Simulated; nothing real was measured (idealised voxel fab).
Process module in this document: voxel tone inversion
Xsec cut, 210 nm wide, square cell size 5 nm.
For the purposes of this document, a cross-section shall be understood as a grid of square cells, specified as bands listed in top-to-bottom order, each band consisting of one or more rows of cells. Basically the band line says how high the top is and how high the bottom is, in nm, and then what's in it from left to right, every material with its width in nm. Empty space shows up as "empty", and if a single material carries "everywhere" it runs the full band edge to edge. Zero point of the height axis is 0; under it, received wafer = one material. Lowest band: continues down indefinitely, "0..down". The width entry "30 to 40" should be interpreted row by row: the top row of cells in the band takes the first number, the bottom row takes the second number, and the change between adjacent rows is uniform throughout. Where the words "all unchanged" appear for a step, the cross-section shows no cell changed by that step; every cell remained as before. Reported under the label "Fully sealed cavities" are the empty spaces having no open way to the top and comprising 8 cells or more; the notation for each is width x height at distance, in which the distance is measured from the left edge and all three values are in nm. Whatever follows a step's settings on its line is a remark the simulator itself makes about that step. "overlay nm" denotes, for a step that has a mask, the displacement of the mask to the right of its planned place, with negative values corresponding to the left.

## plan
1) RECEIVE (material Si)
2) CONFORMAL_DEP (material SiCN; thk nm 5)
3) DIRECTIONAL_DEP (material aC; thk nm 20)
4) PATTERN (tone cover; mask id POSTS; material resist; width nm 15; pitch nm 45; thk nm 30; overlay nm 0)
5) DIRECTIONAL_ETCH (etch materials aC; depth nm 20)
6) STRIP (etch materials resist)
7) FILL_DEP (material SiO2; thk nm 5)
8) CMP (height nm 25)
9) STRIP (etch materials aC)

## The first of the two wafers, which ran as planned

## Incoming wafer in cross-section (state: after step 1)
    0..down = Si everywhere
    Fully sealed cavities: none

## Wafer xsec, post step 2
    5..0 = SiCN everywhere
    Everything below 0 is unchanged.

## Wafer xsec, post step 3
    25..5 = aC everywhere
    Everything below 5 is unchanged.

## Wafer xsec, post step 4
    55..25 = 75 of empty, 15 of resist, 30 of empty, 15 of resist, 75 of empty
    Everything below 25 is unchanged.

## Wafer xsec, post step 5
    35..25 = 75 of empty, 15 of resist, 30 of empty, 15 of resist, 75 of empty
    25..5 = 75 of empty, 15 of aC, 30 of empty, 15 of aC, 75 of empty
    Everything below 5 is unchanged.

## Wafer xsec, post step 6
    25..5 = 75 of empty, 15 of aC, 30 of empty, 15 of aC, 75 of empty
    Everything below 5 is unchanged.

## Wafer xsec, post step 7
    30..25 = SiO2 everywhere
    25..5 = 75 of SiO2, 15 of aC, 30 of SiO2, 15 of aC, 75 of SiO2
    Everything below 5 is unchanged.

## Wafer xsec, post step 8
    25..5 = 75 of SiO2, 15 of aC, 30 of SiO2, 15 of aC, 75 of SiO2
    Everything below 5 is unchanged.

## Wafer xsec, post step 9
    25..5 = 75 of SiO2, 15 of empty, 30 of SiO2, 15 of empty, 75 of SiO2
    Everything below 5 is unchanged.

## second wafer: like start, like plan, one mistake. Through step 1 it matches the first wafer

## Cross-section of the second wafer at the time by which step 2 should have been completed according to the plan
    20..0 = aC everywhere
    Everything below 0 is unchanged.

## Cross-section of the second wafer at the time by which step 3 should have been completed according to the plan
    25..20 = SiCN everywhere
    Everything below 20 is unchanged.

## Cross-section of the second wafer at the time by which step 4 should have been completed according to the plan
    55..25 = 75 of empty, 15 of resist, 30 of empty, 15 of resist, 75 of empty
    Everything below 25 is unchanged.

## Cross-section of the second wafer at the time by which step 5 should have been completed according to the plan
    35..25 = 75 of empty, 15 of resist, 30 of empty, 15 of resist, 75 of empty
    Everything below 25 is unchanged.

## Cross-section of the second wafer at the time by which step 6 should have been completed according to the plan
    25..20 = SiCN everywhere
    Everything below 20 is unchanged.

## Cross-section of the second wafer at the time by which step 7 should have been completed according to the plan
    30..25 = SiO2 everywhere
    Everything below 25 is unchanged.

## Cross-section of the second wafer at the time by which step 8 should have been completed according to the plan
    25..20 = SiCN everywhere
    Everything below 20 is unchanged.

Cross-section of the second wafer at the time by which step 9 should have been completed according to the plan: all unchanged
The mistake made against the process plan was this: steps 2 and 3 were swapped
Cell-count delta at end, second wafer over first, by material: -144 SiO2, +168 aC
